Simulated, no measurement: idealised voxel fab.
The following process module bears the name voxel gate over fins.
The width of the displayed cross-section, cut, is 220 nm; its cells are square, with a size of 5 nm.
Each cross-section below is a grid of square cells, stated as bands in top-down order, with one or more rows of cells making up each band.
A band entry consists of two parts. The first gives the height of the band's top and the height of its bottom, in nm. The rest lists the band's materials from left to right, each with its width in nm. A single material labelled with the word "all across" fills the band from edge to edge, and the word "air" marks empty space.
Basically, 0 is our baseline, since under it the wafer straight out of the box is all one material. The bottom band has no lower end and keeps on going down, so it looks like "0 -> down".
So if you see something like "30 to 40" for the width, read it as the top row of the band sitting at the first number and the bottom row at the second, with every row in between moving by the same amount as the last.
What does "remained the same" mean for a step? It means no cell of the cross-section changed in that step.
What "Unvented voids" gives you is every empty space of 8 cells or more that is cut off from the top. Each appears as width x height at distance, with the distance taken from the left edge and width, height and distance all in nm.
On a step's line, text after the settings is the simulator commenting on that step.
overlay nm: on a step with a mask, how far right of its planned place the mask lay; negative means left.
-- Process steps (planned)
- 1: RECEIVE with material Si
- 2: CONFORMAL_DEP with material SiN, thk nm 5
- 3: DIRECTIONAL_DEP with material aC, thk nm 10
- 4: PATTERN with tone cover, mask id FINS, material resist, width nm 15, pitch nm 40, thk nm 25, overlay nm 0
- 5: DIRECTIONAL_ETCH with etch materials aC, depth nm 10
- 6: STRIP with etch materials resist
- 7: DIRECTIONAL_ETCH with etch materials SiN, depth nm 5
- 8: DIRECTIONAL_ETCH with etch materials Si, depth nm 30
- 9: STRIP with etch materials aC
- 10: FILL_DEP with material SiO2, thk nm 10
- 11: CMP with height nm 5
- 12: SELECTIVE_ETCH with etch materials SiO2, depth nm 20
- 13: STRIP with etch materials SiN
- 14: CONFORMAL_DEP with material HfO2, thk nm 5
- 15: CONFORMAL_DEP with material TiN, thk nm 5
- 16: FILL_DEP with material W, thk nm 15
- 17: CMP with height nm 20
- 18: CONFORMAL_DEP with material SiN, thk nm 5
-- First of two wafers, processed according to plan
-- Here's what the wafer looked like in cross-section when it arrived - that's after step 1
    0 -> down  Si all across
    Unvented voids: none
-- Take a look at the wafer's cross-section after step 2
    5 -> 0  SiN all across
    below 0: unchanged
-- Take a look at the wafer's cross-section after step 3
    15 -> 5  aC all across
    below 5: unchanged
-- Take a look at the wafer's cross-section after step 4
    40 -> 15  air 80 nm, then resist 15 nm, then air 25 nm, then resist 15 nm, then air 85 nm
    below 15: unchanged
-- Take a look at the wafer's cross-section after step 5
    30 -> 15  air 80 nm, then resist 15 nm, then air 25 nm, then resist 15 nm, then air 85 nm
    15 -> 5  air 80 nm, then aC 15 nm, then air 25 nm, then aC 15 nm, then air 85 nm
    below 5: unchanged
-- Take a look at the wafer's cross-section after step 6
    15 -> 5  air 80 nm, then aC 15 nm, then air 25 nm, then aC 15 nm, then air 85 nm
    below 5: unchanged
-- Take a look at the wafer's cross-section after step 7
    15 -> 5  air 80 nm, then aC 15 nm, then air 25 nm, then aC 15 nm, then air 85 nm
    5 -> 0  air 80 nm, then SiN 15 nm, then air 25 nm, then SiN 15 nm, then air 85 nm
    below 0: unchanged
-- Take a look at the wafer's cross-section after step 8
    15 -> 5  air 80 nm, then aC 15 nm, then air 25 nm, then aC 15 nm, then air 85 nm
    5 -> 0  air 80 nm, then SiN 15 nm, then air 25 nm, then SiN 15 nm, then air 85 nm
    0 -> -30  air 80 nm, then Si 15 nm, then air 25 nm, then Si 15 nm, then air 85 nm
    below -30: unchanged
-- Take a look at the wafer's cross-section after step 9
    5 -> 0  air 80 nm, then SiN 15 nm, then air 25 nm, then SiN 15 nm, then air 85 nm
    below 0: unchanged
-- Take a look at the wafer's cross-section after step 10
    15 -> 5  SiO2 all across
    5 -> 0  SiO2 80 nm, then SiN 15 nm, then SiO2 25 nm, then SiN 15 nm, then SiO2 85 nm
    0 -> -30  SiO2 80 nm, then Si 15 nm, then SiO2 25 nm, then Si 15 nm, then SiO2 85 nm
    below -30: unchanged
-- Take a look at the wafer's cross-section after step 11
    5 -> 0  SiO2 80 nm, then SiN 15 nm, then SiO2 25 nm, then SiN 15 nm, then SiO2 85 nm
    below 0: unchanged
-- Take a look at the wafer's cross-section after step 12
    5 -> 0  air 80 nm, then SiN 15 nm, then air 25 nm, then SiN 15 nm, then air 85 nm
    0 -> -15  air 80 nm, then Si 15 nm, then air 25 nm, then Si 15 nm, then air 85 nm
    below -15: unchanged
-- Take a look at the wafer's cross-section after step 13
    0 -> -15  air 80 nm, then Si 15 nm, then air 25 nm, then Si 15 nm, then air 85 nm
    below -15: unchanged
-- Take a look at the wafer's cross-section after step 14
    5 -> 0  air 75 nm, then HfO2 25 nm, then air 15 nm, then HfO2 25 nm, then air 80 nm
    0 -> -10  air 75 nm, then HfO2 5 nm, then Si 15 nm, then HfO2 5 nm, then air 15 nm, then HfO2 5 nm, then Si 15 nm, then HfO2 5 nm, then air 80 nm
    -10 -> -15  HfO2 80 nm, then Si 15 nm, then HfO2 25 nm, then Si 15 nm, then HfO2 85 nm
    below -15: unchanged
-- Take a look at the wafer's cross-section after step 15
    10 -> 5  air 70 nm, then TiN 35 nm, then air 5 nm, then TiN 35 nm, then air 75 nm
    5 -> 0  air 70 nm, then TiN 5 nm, then HfO2 25 nm, then TiN 5 nm, then air 5 nm, then TiN 5 nm, then HfO2 25 nm, then TiN 5 nm, then air 75 nm
    0 -> -5  air 70 nm, then TiN 5 nm, then HfO2 5 nm, then Si 15 nm, then HfO2 5 nm, then TiN 5 nm, then air 5 nm, then TiN 5 nm, then HfO2 5 nm, then Si 15 nm, then HfO2 5 nm, then TiN 5 nm, then air 75 nm
    -5 -> -10  TiN 75 nm, then HfO2 5 nm, then Si 15 nm, then HfO2 5 nm, then TiN 15 nm, then HfO2 5 nm, then Si 15 nm, then HfO2 5 nm, then TiN 80 nm
    below -10: unchanged
-- Take a look at the wafer's cross-section after step 16
    25 -> 10  W all across
    10 -> 5  W 70 nm, then TiN 35 nm, then W 5 nm, then TiN 35 nm, then W 75 nm
    5 -> 0  W 70 nm, then TiN 5 nm, then HfO2 25 nm, then TiN 5 nm, then W 5 nm, then TiN 5 nm, then HfO2 25 nm, then TiN 5 nm, then W 75 nm
    0 -> -5  W 70 nm, then TiN 5 nm, then HfO2 5 nm, then Si 15 nm, then HfO2 5 nm, then TiN 5 nm, then W 5 nm, then TiN 5 nm, then HfO2 5 nm, then Si 15 nm, then HfO2 5 nm, then TiN 5 nm, then W 75 nm
    below -5: unchanged
-- Take a look at the wafer's cross-section after step 17
    20 -> 10  W all across
    below 10: unchanged
-- Take a look at the wafer's cross-section after step 18
    25 -> 20  SiN all across
    below 20: unchanged
-- Second wafer, same starting state and plan as the first, one mistake in the run, identical through step 3
-- Second wafer shown in cross-section at the time step 4 was slated to end
    40 -> 15  resist 80 nm, then air 15 nm, then resist 25 nm, then air 15 nm, then resist 85 nm
    below 15: unchanged
-- Second wafer shown in cross-section at the time step 5 was slated to end
    30 -> 15  resist 80 nm, then air 15 nm, then resist 25 nm, then air 15 nm, then resist 85 nm
    15 -> 5  aC 80 nm, then air 15 nm, then aC 25 nm, then air 15 nm, then aC 85 nm
    below 5: unchanged
-- Second wafer shown in cross-section at the time step 6 was slated to end
    15 -> 5  aC 80 nm, then air 15 nm, then aC 25 nm, then air 15 nm, then aC 85 nm
    below 5: unchanged
-- Second wafer shown in cross-section at the time step 7 was slated to end
    15 -> 5  aC 80 nm, then air 15 nm, then aC 25 nm, then air 15 nm, then aC 85 nm
    5 -> 0  SiN 80 nm, then air 15 nm, then SiN 25 nm, then air 15 nm, then SiN 85 nm
    below 0: unchanged
-- Second wafer shown in cross-section at the time step 8 was slated to end
    15 -> 5  aC 80 nm, then air 15 nm, then aC 25 nm, then air 15 nm, then aC 85 nm
    5 -> 0  SiN 80 nm, then air 15 nm, then SiN 25 nm, then air 15 nm, then SiN 85 nm
    0 -> -30  Si 80 nm, then air 15 nm, then Si 25 nm, then air 15 nm, then Si 85 nm
    below -30: unchanged
-- Second wafer shown in cross-section at the time step 9 was slated to end
    5 -> 0  SiN 80 nm, then air 15 nm, then SiN 25 nm, then air 15 nm, then SiN 85 nm
    below 0: unchanged
-- Second wafer shown in cross-section at the time step 10 was slated to end
    15 -> 5  SiO2 all across
    5 -> 0  SiN 80 nm, then SiO2 15 nm, then SiN 25 nm, then SiO2 15 nm, then SiN 85 nm
    0 -> -30  Si 80 nm, then SiO2 15 nm, then Si 25 nm, then SiO2 15 nm, then Si 85 nm
    below -30: unchanged
-- Second wafer shown in cross-section at the time step 11 was slated to end
    5 -> 0  SiN 80 nm, then SiO2 15 nm, then SiN 25 nm, then SiO2 15 nm, then SiN 85 nm
    below 0: unchanged
-- Second wafer shown in cross-section at the time step 12 was slated to end
    5 -> 0  SiN 80 nm, then air 15 nm, then SiN 25 nm, then air 15 nm, then SiN 85 nm
    0 -> -15  Si 80 nm, then air 15 nm, then Si 25 nm, then air 15 nm, then Si 85 nm
    below -15: unchanged
-- Second wafer shown in cross-section at the time step 13 was slated to end
    0 -> -15  Si 80 nm, then air 15 nm, then Si 25 nm, then air 15 nm, then Si 85 nm
    below -15: unchanged
-- Second wafer shown in cross-section at the time step 14 was slated to end
    5 -> 0  HfO2 85 nm, then air 5 nm, then HfO2 35 nm, then air 5 nm, then HfO2 90 nm
    0 -> -10  Si 80 nm, then HfO2 5 nm, then air 5 nm, then HfO2 5 nm, then Si 25 nm, then HfO2 5 nm, then air 5 nm, then HfO2 5 nm, then Si 85 nm
    -10 -> -15  Si 80 nm, then HfO2 15 nm, then Si 25 nm, then HfO2 15 nm, then Si 85 nm
    below -15: unchanged
-- Second wafer shown in cross-section at the time step 15 was slated to end
    10 -> 5  TiN all across
    5 -> 0  HfO2 85 nm, then TiN 5 nm, then HfO2 35 nm, then TiN 5 nm, then HfO2 90 nm
    0 -> -10  Si 80 nm, then HfO2 5 nm, then TiN 5 nm, then HfO2 5 nm, then Si 25 nm, then HfO2 5 nm, then TiN 5 nm, then HfO2 5 nm, then Si 85 nm
    below -10: unchanged
-- Second wafer shown in cross-section at the time step 16 was slated to end
    25 -> 10  W all across
    below 10: unchanged
-- Second wafer shown in cross-section at the time step 17 was slated to end
    20 -> 10  W all across
    below 10: unchanged
-- Second wafer shown in cross-section at the time step 18 was slated to end
    25 -> 20  SiN all across
    below 20: unchanged
Deviation noted in wafer processing: rather than as planned, step 4 actually ran as PATTERN with tone open, mask id FINS, material resist, width nm 15, pitch nm 40, thk nm 25, overlay nm 0
Per the end-of-run cell counts, the second wafer holds more or fewer of some materials than the first: +192 Si; -96 SiO2; -6 TiN; -90 W
